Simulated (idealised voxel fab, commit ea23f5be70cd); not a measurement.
Herein follows the process module entitled voxel capacitor over wiring.
The figure presents cross-section cut, which has a width of 160 nm and is divided into square cells with an edge length of 5 nm.
If you're reading a cross-section in this doc, picture square cells in a grid; it comes to you as bands, top ones listed first down to the bottom, and a band can be one or more rows of cells. A band entry consists of two parts. The first gives the height of the band's top and the height of its bottom, in nm. The rest lists the band's materials from left to right, each with its width in nm. A single material labelled with the word "all across" fills the band from edge to edge, and the word "blank" marks empty space. Below 0: as-received wafer, all one material; heights counted from there. Lowest band: no bottom, goes on down, written "from 0 down". The expression "30->40" gives the width at the extremes of the band, the first number at its top row of cells and the second at its bottom row, with the width changing by equal amounts from each row to the next in between. Key: "no modifications" - step with no changed cell in the cross-section. "Voids lacking openings" - sealed voids, min. 8 cells, no opening to top; format: width x height at distance (distance from left edge; nm throughout). On each step's line, the part that comes after the settings is the simulator's own comment on the step. What "overlay nm" on a step's line means: if the step has a mask, that mask lay this far to the right of its planned place, or, when the value is negative, to the left.

## Listed below are the process steps as planned
| 1 | RECEIVE (material Si) |
| 2 | CONFORMAL_DEP (material SiO2; thk nm 10) |
| 3 | DIRECTIONAL_DEP (material TiN; thk nm 5) |
| 4 | DIRECTIONAL_DEP (material Ru; thk nm 25) |
| 5 | DIRECTIONAL_DEP (material aC; thk nm 10) |
| 6 | PATTERN (tone cover; mask id METAL_1; material resist; width nm 20; pitch nm 85; thk nm 30; overlay nm 0) |
| 7 | DIRECTIONAL_ETCH (etch materials aC; depth nm 10) |
| 8 | STRIP (etch materials resist) |
| 9 | DIRECTIONAL_ETCH (etch materials Ru; depth nm 25) |
| 10 | DIRECTIONAL_ETCH (etch materials TiN; depth nm 5) |
| 11 | STRIP (etch materials aC) |
| 12 | FILL_DEP (material lowk; thk nm 10) |
| 13 | CMP (height nm 40) |
| 14 | CONFORMAL_DEP (material SiCN; thk nm 5) |
| 15 | DIRECTIONAL_DEP (material lowk; thk nm 15) |
| 16 | PATTERN (tone open; mask id PLUG_1; material resist; width nm 15; thk nm 15; overlay nm 0) |
| 17 | DIRECTIONAL_ETCH (etch materials lowk; depth nm 15) |
| 18 | DIRECTIONAL_ETCH (etch materials SiCN; depth nm 5) |
| 19 | STRIP (etch materials resist) |
| 20 | EPI (material Ru; thk nm 10) |
| 21 | EPI (material Ru; thk nm 10) |
| 22 | DIRECTIONAL_DEP (material TiN; thk nm 5) |
| 23 | DIRECTIONAL_DEP (material HfO2; thk nm 5) |
| 24 | DIRECTIONAL_DEP (material TiN; thk nm 10) |
| 25 | PATTERN (tone cover; mask id UPPER_PLATE; material resist; width nm 70; thk nm 15; overlay nm 0) |
| 26 | DIRECTIONAL_ETCH (etch materials TiN; depth nm 10) |
| 27 | DIRECTIONAL_ETCH (etch materials HfO2; depth nm 5) |
| 28 | STRIP (etch materials resist) |
| 29 | DIRECTIONAL_DEP (material aC; thk nm 15) |
| 30 | PATTERN (tone cover; mask id LOWER_PLATE; material resist; width nm 80; thk nm 35; overlay nm 0) |
| 31 | DIRECTIONAL_ETCH (etch materials aC; depth nm 15) |
| 32 | STRIP (etch materials resist) |
| 33 | DIRECTIONAL_ETCH (etch materials TiN; depth nm 5) |
| 34 | STRIP (etch materials aC) |
| 35 | FILL_DEP (material SiO2; thk nm 15) |
| 36 | CMP (height nm 90) |
| 37 | MASKED_ETCH (tone open; mask id PLUG_2; width nm 15; etch materials SiO2; depth nm 10; overlay nm 0) |
| 38 | CONFORMAL_DEP (material TiN; thk nm 5) |
| 39 | FILL_DEP (material Ru; thk nm 10) |
| 40 | CMP (height nm 90) |
| 41 | CONFORMAL_DEP (material SiCN; thk nm 5) |

## Cross-section: wafer on arrival = after step 1
from 0 down: Si all across
Voids lacking openings: none

## Cross-section: first of two wafers, module finished, run according to plan
from 95 to 90: SiCN all across
from 90 to 85: SiO2: 40 / TiN: 5 / Ru: 5 / TiN: 5 / SiO2: 105
from 85 to 80: SiO2: 40 / TiN: 15 / SiO2: 105
from 80 to 70: SiO2: 30 / TiN: 70 / SiO2: 60
from 70 to 65: SiO2: 30 / HfO2: 70 / SiO2: 60
from 65 to 60: SiO2: 25 / TiN: 80 / SiO2: 55
from 60 to 45: lowk: 30 / Ru: 15 / lowk: 115
from 45 to 40: SiCN: 30 / Ru: 15 / SiCN: 115
from 40 to 15: lowk: 25 / Ru: 20 / lowk: 65 / Ru: 20 / lowk: 30
from 15 to 10: lowk: 25 / TiN: 20 / lowk: 65 / TiN: 20 / lowk: 30
from 10 to 0: SiO2 all across
from 0 down: Si all across
Voids lacking openings: none

## Second wafer cross-section at end of module - shared start and plan with the first, one mistake in the run
from 95 to 90: SiCN all across
from 90 to 85: SiO2: 40 / TiN: 5 / Ru: 5 / TiN: 5 / SiO2: 105
from 85 to 80: SiO2: 40 / TiN: 15 / SiO2: 105
from 80 to 70: SiO2: 30 / TiN: 70 / SiO2: 60
from 70 to 65: SiO2: 30 / HfO2: 70 / SiO2: 60
from 65 to 60: SiO2: 25 / TiN: 80 / SiO2: 55
from 60 to 45: lowk: 30 / Ru: 15 / lowk: 115
from 45 to 40: SiCN: 30 / Ru: 15 / SiCN: 115
from 40 to 15: lowk: 25 / Ru: 20 / lowk: 65 / Ru: 20 / lowk: 30
from 15 to 10: lowk: 25 / TiN: 20 / lowk: 65 / TiN: 20 / lowk: 30
from 10 to 0: SiCN all across
from 0 down: Si all across
Voids lacking openings: none
It is concluded that the wafer was processed incorrectly with respect to the plan, in that step 2 went in with a setting other than planned; the actual run was CONFORMAL_DEP (material SiCN; thk nm 10)
Bottom line after processing is that, in cells, the second wafer is up or down on some materials versus the first: SiCN +64 | SiO2 -64
